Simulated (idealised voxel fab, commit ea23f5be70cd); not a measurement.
Module name: voxel transistor to metal (process module)
Each square cell in cross-section cut measures 5 nm, and the section as a whole is 270 nm wide.
In what follows, cross-sections appear as grids of square cells, described through bands that run from the top down, where every band is one or more rows of cells. First you get the band's top height and its bottom height, in nm, and then the materials it's made of, left to right, with each width in nm. If you see a single material with "throughout", that one covers the band edge to edge. "air" is empty space. Where do heights start? At 0: under that level the wafer as delivered is made of one material only. And the lowest band has no floor; it just carries on downward, as in "top 0, no bottom". A width such as "30->40" changes by the same amount from each row of cells to the next, from the band's top row to its bottom row. "no alteration" (step): cross-section cells unchanged, all of them. So "Enclosed void entries" is basically the list of trapped voids: any empty space of 8 cells or more that can't reach the top through an opening. They're written width x height at distance, the distance being from the left edge, and it's all nm. after a step's settings: what the simulator itself notes on the step. If you see "overlay nm" on a step's line and that step has a mask, it's telling you how far right of where it was planned the mask ended up; a negative number means it went left instead.

[List of planned process steps]
1: RECEIVE: material Si
2: OXIDIZE: depth nm 5
3: CONFORMAL_DEP: material SiN, thk nm 15
4: DIRECTIONAL_DEP: material aC, thk nm 5
5: PATTERN: tone cover, mask id ACTIVE, material resist, width nm 105, pitch nm 135, thk nm 30, overlay nm 0
6: DIRECTIONAL_ETCH: etch materials aC, depth nm 10
7: STRIP: etch materials resist
8: DIRECTIONAL_ETCH: etch materials SiN, depth nm 15
9: DIRECTIONAL_ETCH: etch materials SiO2, depth nm 5
10: DIRECTIONAL_ETCH: etch materials Si, depth nm 35
11: STRIP: etch materials aC
12: OXIDIZE: depth nm 5
13: FILL_DEP: material SiO2, thk nm 15
14: CMP: height nm 15
15: SELECTIVE_ETCH: etch materials SiO2, depth nm 15
16: STRIP: etch materials SiN
17: SELECTIVE_ETCH: etch materials SiO2, depth nm 5
18: OXIDIZE: depth nm 5
19: DIRECTIONAL_DEP: material polySi, thk nm 25
20: DIRECTIONAL_DEP: material SiCN, thk nm 10
21: PATTERN: tone cover, mask id GATE, material resist, width nm 25, pitch nm 135, thk nm 15, overlay nm 0
22: DIRECTIONAL_ETCH: etch materials SiCN, depth nm 20
23: DIRECTIONAL_ETCH: etch materials polySi, depth nm 35
24: STRIP: etch materials resist
25: CONFORMAL_DEP: material SiO2, thk nm 5
26: DIRECTIONAL_ETCH: etch materials SiO2, depth nm 5
27: CONFORMAL_DEP: material SiN, thk nm 5
28: DIRECTIONAL_ETCH: etch materials SiN, depth nm 5
29: DIRECTIONAL_ETCH: etch materials SiO2, depth nm 5
30: DIRECTIONAL_ETCH: etch materials Si, depth nm 10
31: EPI: material pSi, thk nm 15
32: FILL_DEP: material SiO2, thk nm 5
33: CMP: height nm 30
34: DIRECTIONAL_DEP: material SiO2, thk nm 10
35: MASKED_ETCH: tone open, mask id CONTACT, width nm 15, etch materials SiO2, depth nm 45, overlay nm 0
36: CONFORMAL_DEP: material TiN, thk nm 5
37: FILL_DEP: material W, thk nm 10
38: CMP: height nm 40
39: DIRECTIONAL_DEP: material TiN, thk nm 5
40: DIRECTIONAL_DEP: material W, thk nm 25
41: PATTERN: tone cover, mask id METAL_1, material resist, width nm 15, thk nm 20, overlay nm 0
42: DIRECTIONAL_ETCH: etch materials W, depth nm 25
43: DIRECTIONAL_ETCH: etch materials TiN, depth nm 5
44: STRIP: etch materials resist
45: CONFORMAL_DEP: material SiCN, thk nm 5
46: FILL_DEP: material SiO2, thk nm 5
47: CMP: height nm 70
48: CONFORMAL_DEP: material SiCN, thk nm 5
Variable across wafers: step 4 thk nm (plan value is that of the first wafer; starting state common to all).

[The first of several wafers in cross-section, exactly as it reached us after step 1]
top 0, no bottom | Si throughout
Enclosed void entries: none

[Cross-section after step 48, the final step of the module, for the first of several wafers]
top 75, bottom 70 | SiCN throughout
top 70, bottom 45 | SiO2 (15), then SiCN (5), then W (15), then SiCN (5), then SiO2 (55), then SiCN (5), then W (15), then SiCN (5), then SiO2 (30), then SiCN (5), then W (15), then SiCN (5), then SiO2 (55), then SiCN (5), then W (15), then SiCN (5), then SiO2 (15)
top 45, bottom 40 | SiCN (20), then TiN (15), then SiCN (65), then TiN (15), then SiCN (40), then TiN (15), then SiCN (65), then TiN (15), then SiCN (20)
top 40, bottom 30 | SiO2 (20), then TiN (5), then W (5), then TiN (5), then SiO2 (65), then TiN (5), then W (5), then TiN (5), then SiO2 (40), then TiN (5), then W (5), then TiN (5), then SiO2 (65), then TiN (5), then W (5), then TiN (5), then SiO2 (20)
top 30, bottom 20 | SiO2 (20), then TiN (5), then W (5), then TiN (5), then SiO2 (10), then SiN (5), then SiO2 (5), then SiCN (25), then SiO2 (5), then SiN (5), then SiO2 (10), then TiN (5), then W (5), then TiN (5), then SiO2 (40), then TiN (5), then W (5), then TiN (5), then SiO2 (10), then SiN (5), then SiO2 (5), then SiCN (25), then SiO2 (5), then SiN (5), then SiO2 (10), then TiN (5), then W (5), then TiN (5), then SiO2 (20)
top 20, bottom 10 | SiO2 (20), then TiN (5), then W (5), then TiN (5), then SiO2 (10), then SiN (5), then SiO2 (5), then polySi (25), then SiO2 (5), then SiN (5), then SiO2 (10), then TiN (5), then W (5), then TiN (5), then SiO2 (40), then TiN (5), then W (5), then TiN (5), then SiO2 (10), then SiN (5), then SiO2 (5), then polySi (25), then SiO2 (5), then SiN (5), then SiO2 (10), then TiN (5), then W (5), then TiN (5), then SiO2 (20)
top 10, bottom 5 | SiO2 (20), then TiN (15), then SiO2 (10), then SiN (5), then SiO2 (5), then polySi (25), then SiO2 (5), then SiN (5), then SiO2 (10), then TiN (15), then SiO2 (40), then TiN (15), then SiO2 (10), then SiN (5), then SiO2 (5), then polySi (25), then SiO2 (5), then SiN (5), then SiO2 (10), then TiN (15), then SiO2 (20)
top 5, bottom -5 | SiO2 (20), then TiN (10), then pSi (15), then SiN (5), then SiO2 (5), then polySi (25), then SiO2 (5), then SiN (5), then pSi (15), then TiN (10), then SiO2 (40), then TiN (10), then pSi (15), then SiN (5), then SiO2 (5), then polySi (25), then SiO2 (5), then SiN (5), then pSi (15), then TiN (10), then SiO2 (20)
top -5, bottom -10 | SiO2 (15), then pSi (30), then SiO2 (45), then pSi (30), then SiO2 (30), then pSi (30), then SiO2 (45), then pSi (30), then SiO2 (15)
top -10, bottom -20 | SiO2 (20), then pSi (25), then Si (45), then pSi (25), then SiO2 (40), then pSi (25), then Si (45), then pSi (25), then SiO2 (20)
top -20, bottom -45 | SiO2 (20), then Si (95), then SiO2 (40), then Si (95), then SiO2 (20)
top -45, no bottom | Si throughout
Enclosed void entries: none

[Last wafer x-sec, end of module]
top 75, bottom 70 | SiCN throughout
top 70, bottom 45 | SiO2 (15), then SiCN (5), then W (15), then SiCN (5), then SiO2 (55), then SiCN (5), then W (15), then SiCN (5), then SiO2 (30), then SiCN (5), then W (15), then SiCN (5), then SiO2 (55), then SiCN (5), then W (15), then SiCN (5), then SiO2 (15)
top 45, bottom 40 | SiCN (20), then TiN (15), then SiCN (65), then TiN (15), then SiCN (40), then TiN (15), then SiCN (65), then TiN (15), then SiCN (20)
top 40, bottom 30 | SiO2 (20), then TiN (5), then W (5), then TiN (5), then SiO2 (65), then TiN (5), then W (5), then TiN (5), then SiO2 (40), then TiN (5), then W (5), then TiN (5), then SiO2 (65), then TiN (5), then W (5), then TiN (5), then SiO2 (20)
top 30, bottom 20 | SiO2 (20), then TiN (5), then W (5), then TiN (5), then SiO2 (10), then SiN (5), then SiO2 (5), then SiCN (25), then SiO2 (5), then SiN (5), then SiO2 (10), then TiN (5), then W (5), then TiN (5), then SiO2 (40), then TiN (5), then W (5), then TiN (5), then SiO2 (10), then SiN (5), then SiO2 (5), then SiCN (25), then SiO2 (5), then SiN (5), then SiO2 (10), then TiN (5), then W (5), then TiN (5), then SiO2 (20)
top 20, bottom 10 | SiO2 (20), then TiN (5), then W (5), then TiN (5), then SiO2 (10), then SiN (5), then SiO2 (5), then polySi (25), then SiO2 (5), then SiN (5), then SiO2 (10), then TiN (5), then W (5), then TiN (5), then SiO2 (40), then TiN (5), then W (5), then TiN (5), then SiO2 (10), then SiN (5), then SiO2 (5), then polySi (25), then SiO2 (5), then SiN (5), then SiO2 (10), then TiN (5), then W (5), then TiN (5), then SiO2 (20)
top 10, bottom 5 | SiO2 (20), then TiN (15), then SiO2 (10), then SiN (5), then SiO2 (5), then polySi (25), then SiO2 (5), then SiN (5), then SiO2 (10), then TiN (15), then SiO2 (40), then TiN (15), then SiO2 (10), then SiN (5), then SiO2 (5), then polySi (25), then SiO2 (5), then SiN (5), then SiO2 (10), then TiN (15), then SiO2 (20)
top 5, bottom -5 | SiO2 (20), then TiN (10), then pSi (15), then SiN (5), then SiO2 (5), then polySi (25), then SiO2 (5), then SiN (5), then pSi (15), then TiN (10), then SiO2 (40), then TiN (10), then pSi (15), then SiN (5), then SiO2 (5), then polySi (25), then SiO2 (5), then SiN (5), then pSi (15), then TiN (10), then SiO2 (20)
top -5, bottom -10 | pSi (45), then SiO2 (45), then pSi (90), then SiO2 (45), then pSi (45)
top -10, bottom -20 | pSi (45), then Si (45), then pSi (90), then Si (45), then pSi (45)
top -20, no bottom | Si throughout
Enclosed void entries: none

[Per wafer (row), end of module: delta in cells per material since receipt, (+) for gained, (-) for lost; closed voids after that]
thk nm 5 | -260 Si | +156 SiCN | +28 SiN | +576 SiO2 | +88 TiN | +84 W | +88 pSi | +50 polySi | Enclosed void entries: none
thk nm 10 | -260 Si | +156 SiCN | +28 SiN | +576 SiO2 | +88 TiN | +84 W | +88 pSi | +50 polySi | Enclosed void entries: none
thk nm 15 | -180 Si | +156 SiCN | +28 SiN | +452 SiO2 | +88 TiN | +84 W | +132 pSi | +50 polySi | Enclosed void entries: none
thk nm 20 | -180 Si | +156 SiCN | +28 SiN | +452 SiO2 | +88 TiN | +84 W | +132 pSi | +50 polySi | Enclosed void entries: none
thk nm 25 | -180 Si | +156 SiCN | +28 SiN | +452 SiO2 | +88 TiN | +84 W | +132 pSi | +50 polySi | Enclosed void entries: none
